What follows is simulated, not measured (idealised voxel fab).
You're looking at the process module voxel gate over fins.
Each square cell in cross-section cut measures 5 nm, and the section as a whole is 245 nm wide.
If you're reading a cross-section in this doc, picture square cells in a grid; it comes to you as bands, top ones listed first down to the bottom, and a band can be one or more rows of cells. Look at the band entry: it leads with the top's height and the bottom's height in nm. Then it lists the materials left to right, with a width in nm for each. The word "full width" on a single material says that material fills the band edge to edge. The word "air" is empty space. Convention: height 0 is the level below which the wafer, as received, is all one material. The lowest band does not terminate at the bottom but continues downward, represented as "from 0 down". The width entry "30->40" should be interpreted row by row: the top row of cells in the band takes the first number, the bottom row takes the second number, and the change between adjacent rows is uniform throughout. Where a step carries "nothing changed", the cross-section came out of it unchanged, cell for cell. Reported under the label "Closed void catalog" are the empty spaces having no open way to the top and comprising 8 cells or more; the notation for each is width x height at distance, in which the distance is measured from the left edge and all three values are in nm. Past the settings on a step's line: simulator remark, on that step. If you see "overlay nm" on a step's line and that step has a mask, it's telling you how far right of where it was planned the mask ended up; a negative number means it went left instead.
Planned process steps
step 1: RECEIVE [material Si]
step 2: CONFORMAL_DEP [material SiN] [thk nm 10]
step 3: DIRECTIONAL_DEP [material aC] [thk nm 10]
step 4: PATTERN [tone cover] [mask id FINS] [material resist] [width nm 15] [pitch nm 55] [thk nm 30] [overlay nm 0]
step 5: DIRECTIONAL_ETCH [etch materials aC] [depth nm 10]
step 6: STRIP [etch materials resist]
step 7: DIRECTIONAL_ETCH [etch materials SiN] [depth nm 10]
step 8: DIRECTIONAL_ETCH [etch materials Si] [depth nm 40]
step 9: STRIP [etch materials aC]
step 10: OXIDIZE [depth nm 5]
step 11: FILL_DEP [material SiO2] [thk nm 10]
step 12: CMP [height nm 10]
step 13: PATTERN [tone open] [mask id RAIL] [material resist] [width nm 15] [thk nm 15] [overlay nm 0]
step 14: DIRECTIONAL_ETCH [etch materials SiO2] [depth nm 45]
step 15: STRIP [etch materials resist]
step 16: CONFORMAL_DEP [material TiN] [thk nm 5]
step 17: FILL_DEP [material Ru] [thk nm 10]
step 18: CMP [height nm 10]
step 19: SELECTIVE_ETCH [etch materials W Ru TiN] [depth nm 30]
step 20: FILL_DEP [material SiO2] [thk nm 5]
step 21: CMP [height nm 10]
step 22: SELECTIVE_ETCH [etch materials SiO2] [depth nm 20]
step 23: STRIP [etch materials SiN]
step 24: CONFORMAL_DEP [material HfO2] [thk nm 5]
step 25: CONFORMAL_DEP [material TiN] [thk nm 5]
step 26: FILL_DEP [material W] [thk nm 15]
step 27: CMP [height nm 20]
step 28: CONFORMAL_DEP [material SiN] [thk nm 5]
First wafer out of two, processed as planned
as received, after step 1
	from 0 down = Si full width
	Closed void catalog: none
Cross-section of the wafer subsequent to step 2
	from 10 to 0 = SiN full width
	No changes below 0.
Cross-section of the wafer subsequent to step 3
	from 20 to 10 = aC full width
	No changes below 10.
Cross-section of the wafer subsequent to step 4
	from 50 to 20 = air 85, resist 15, air 40, resist 15, air 90
	No changes below 20.
Cross-section of the wafer subsequent to step 5
	from 40 to 20 = air 85, resist 15, air 40, resist 15, air 90
	from 20 to 10 = air 85, aC 15, air 40, aC 15, air 90
	No changes below 10.
Cross-section of the wafer subsequent to step 6
	from 20 to 10 = air 85, aC 15, air 40, aC 15, air 90
	No changes below 10.
Cross-section of the wafer subsequent to step 7
	from 20 to 10 = air 85, aC 15, air 40, aC 15, air 90
	from 10 to 0 = air 85, SiN 15, air 40, SiN 15, air 90
	No changes below 0.
Cross-section of the wafer subsequent to step 8
	from 20 to 10 = air 85, aC 15, air 40, aC 15, air 90
	from 10 to 0 = air 85, SiN 15, air 40, SiN 15, air 90
	from 0 to -40 = air 85, Si 15, air 40, Si 15, air 90
	No changes below -40.
Cross-section of the wafer subsequent to step 9
	from 10 to 0 = air 85, SiN 15, air 40, SiN 15, air 90
	No changes below 0.
Cross-section of the wafer subsequent to step 10
	from 10 to 0 = air 85, SiN 15, air 40, SiN 15, air 90
	from 0 to -40 = air 85, SiO2 5, Si 5, SiO2 5, air 40, SiO2 5, Si 5, SiO2 5, air 90
	from -40 to -45 = SiO2 90, Si 5, SiO2 50, Si 5, SiO2 95
	No changes below -45.
Cross-section of the wafer subsequent to step 11
	from 20 to 10 = SiO2 full width
	from 10 to 0 = SiO2 85, SiN 15, SiO2 40, SiN 15, SiO2 90
	from 0 to -45 = SiO2 90, Si 5, SiO2 50, Si 5, SiO2 95
	No changes below -45.
Cross-section of the wafer subsequent to step 12
	from 10 to 0 = SiO2 85, SiN 15, SiO2 40, SiN 15, SiO2 90
	No changes below 0.
Cross-section of the wafer subsequent to step 13
	from 25 to 10 = resist 110, air 15, resist 120
	No changes below 10.
Cross-section of the wafer subsequent to step 14
	from 25 to 10 = resist 110, air 15, resist 120
	from 10 to 0 = SiO2 85, SiN 15, SiO2 10, air 15, SiO2 15, SiN 15, SiO2 90
	from 0 to -35 = SiO2 90, Si 5, SiO2 15, air 15, SiO2 20, Si 5, SiO2 95
	No changes below -35.
Cross-section of the wafer subsequent to step 15
	from 10 to 0 = SiO2 85, SiN 15, SiO2 10, air 15, SiO2 15, SiN 15, SiO2 90
	No changes below 0.
Cross-section of the wafer subsequent to step 16
	from 15 to 10 = TiN 115, air 5, TiN 125
	from 10 to 0 = SiO2 85, SiN 15, SiO2 10, TiN 5, air 5, TiN 5, SiO2 15, SiN 15, SiO2 90
	from 0 to -30 = SiO2 90, Si 5, SiO2 15, TiN 5, air 5, TiN 5, SiO2 20, Si 5, SiO2 95
	from -30 to -35 = SiO2 90, Si 5, SiO2 15, TiN 15, SiO2 20, Si 5, SiO2 95
	No changes below -35.
Cross-section of the wafer subsequent to step 17
	from 25 to 15 = Ru full width
	from 15 to 10 = TiN 115, Ru 5, TiN 125
	from 10 to 0 = SiO2 85, SiN 15, SiO2 10, TiN 5, Ru 5, TiN 5, SiO2 15, SiN 15, SiO2 90
	from 0 to -30 = SiO2 90, Si 5, SiO2 15, TiN 5, Ru 5, TiN 5, SiO2 20, Si 5, SiO2 95
	No changes below -30.
Cross-section of the wafer subsequent to step 18
	from 10 to 0 = SiO2 85, SiN 15, SiO2 10, TiN 5, Ru 5, TiN 5, SiO2 15, SiN 15, SiO2 90
	No changes below 0.
Cross-section of the wafer subsequent to step 19
	from 10 to 0 = SiO2 85, SiN 15, SiO2 10, air 15, SiO2 15, SiN 15, SiO2 90
	from 0 to -20 = SiO2 90, Si 5, SiO2 15, air 15, SiO2 20, Si 5, SiO2 95
	No changes below -20.
Cross-section of the wafer subsequent to step 20
	from 15 to 10 = SiO2 full width
	from 10 to 0 = SiO2 85, SiN 15, SiO2 40, SiN 15, SiO2 90
	from 0 to -20 = SiO2 90, Si 5, SiO2 50, Si 5, SiO2 95
	No changes below -20.
Cross-section of the wafer subsequent to step 21
	from 10 to 0 = SiO2 85, SiN 15, SiO2 40, SiN 15, SiO2 90
	No changes below 0.
Cross-section of the wafer subsequent to step 22
	from 10 to 0 = air 85, SiN 15, air 40, SiN 15, air 90
	from 0 to -10 = air 90, Si 5, air 50, Si 5, air 95
	No changes below -10.
Cross-section of the wafer subsequent to step 23
	from 0 to -10 = air 90, Si 5, air 50, Si 5, air 95
	No changes below -10.
Cross-section of the wafer subsequent to step 24
	from 5 to 0 = air 85, HfO2 15, air 40, HfO2 15, air 90
	from 0 to -5 = air 85, HfO2 5, Si 5, HfO2 5, air 40, HfO2 5, Si 5, HfO2 5, air 90
	from -5 to -10 = HfO2 90, Si 5, HfO2 50, Si 5, HfO2 95
	No changes below -10.
Cross-section of the wafer subsequent to step 25
	from 10 to 5 = air 80, TiN 25, air 30, TiN 25, air 85
	from 5 to 0 = air 80, TiN 5, HfO2 15, TiN 5, air 30, TiN 5, HfO2 15, TiN 5, air 85
	from 0 to -5 = TiN 85, HfO2 5, Si 5, HfO2 5, TiN 40, HfO2 5, Si 5, HfO2 5, TiN 90
	No changes below -5.
Cross-section of the wafer subsequent to step 26
	from 25 to 10 = W full width
	from 10 to 5 = W 80, TiN 25, W 30, TiN 25, W 85
	from 5 to 0 = W 80, TiN 5, HfO2 15, TiN 5, W 30, TiN 5, HfO2 15, TiN 5, W 85
	No changes below 0.
Cross-section of the wafer subsequent to step 27
	from 20 to 10 = W full width
	No changes below 10.
Cross-section of the wafer subsequent to step 28
	from 25 to 20 = SiN full width
	No changes below 20.
Regarding the second of the two wafers: it shared the first wafer's starting condition and process plan, yet one error occurred during its execution. Its history coincides with that of the first wafer up to and including step 18
The second wafer cut through, at the time step 19 was supposed to be finished
	from 10 to 0 = SiO2 85, SiN 15, SiO2 10, air 15, SiO2 15, SiN 15, SiO2 90
	from 0 to -30 = SiO2 90, Si 5, SiO2 15, air 15, SiO2 20, Si 5, SiO2 95
	No changes below -30.
The second wafer cut through, at the time step 20 was supposed to be finished
	from 15 to 10 = SiO2 full width
	from 10 to 0 = SiO2 85, SiN 15, SiO2 40, SiN 15, SiO2 90
	from 0 to -30 = SiO2 90, Si 5, SiO2 50, Si 5, SiO2 95
	No changes below -30.
The second wafer cut through, at the time step 21 was supposed to be finished
	from 10 to 0 = SiO2 85, SiN 15, SiO2 40, SiN 15, SiO2 90
	No changes below 0.
The second wafer cut through, at the time step 22 was supposed to be finished
	from 10 to 0 = air 85, SiN 15, air 40, SiN 15, air 90
	from 0 to -10 = air 90, Si 5, air 50, Si 5, air 95
	No changes below -10.
The second wafer cut through, at the time step 23 was supposed to be finished
	from 0 to -10 = air 90, Si 5, air 50, Si 5, air 95
	No changes below -10.
The second wafer cut through, at the time step 24 was supposed to be finished
	from 5 to 0 = air 85, HfO2 15, air 40, HfO2 15, air 90
	from 0 to -5 = air 85, HfO2 5, Si 5, HfO2 5, air 40, HfO2 5, Si 5, HfO2 5, air 90
	from -5 to -10 = HfO2 90, Si 5, HfO2 50, Si 5, HfO2 95
	No changes below -10.
The second wafer cut through, at the time step 25 was supposed to be finished
	from 10 to 5 = air 80, TiN 25, air 30, TiN 25, air 85
	from 5 to 0 = air 80, TiN 5, HfO2 15, TiN 5, air 30, TiN 5, HfO2 15, TiN 5, air 85
	from 0 to -5 = TiN 85, HfO2 5, Si 5, HfO2 5, TiN 40, HfO2 5, Si 5, HfO2 5, TiN 90
	No changes below -5.
The second wafer cut through, at the time step 26 was supposed to be finished
	from 25 to 10 = W full width
	from 10 to 5 = W 80, TiN 25, W 30, TiN 25, W 85
	from 5 to 0 = W 80, TiN 5, HfO2 15, TiN 5, W 30, TiN 5, HfO2 15, TiN 5, W 85
	No changes below 0.
The second wafer cut through, at the time step 27 was supposed to be finished
	from 20 to 10 = W full width
	No changes below 10.
The second wafer cut through, at the time step 28 was supposed to be finished
	from 25 to 20 = SiN full width
	No changes below 20.
Misprocessing identified: off-plan run, step 19, actual operation and settings SELECTIVE_ETCH [etch materials W Ru TiN] [depth nm 40]
Per the end-of-run cell counts, the second wafer holds more or fewer of some materials than the first: 2 fewer of Ru; 6 more of SiO2; 4 fewer of TiN
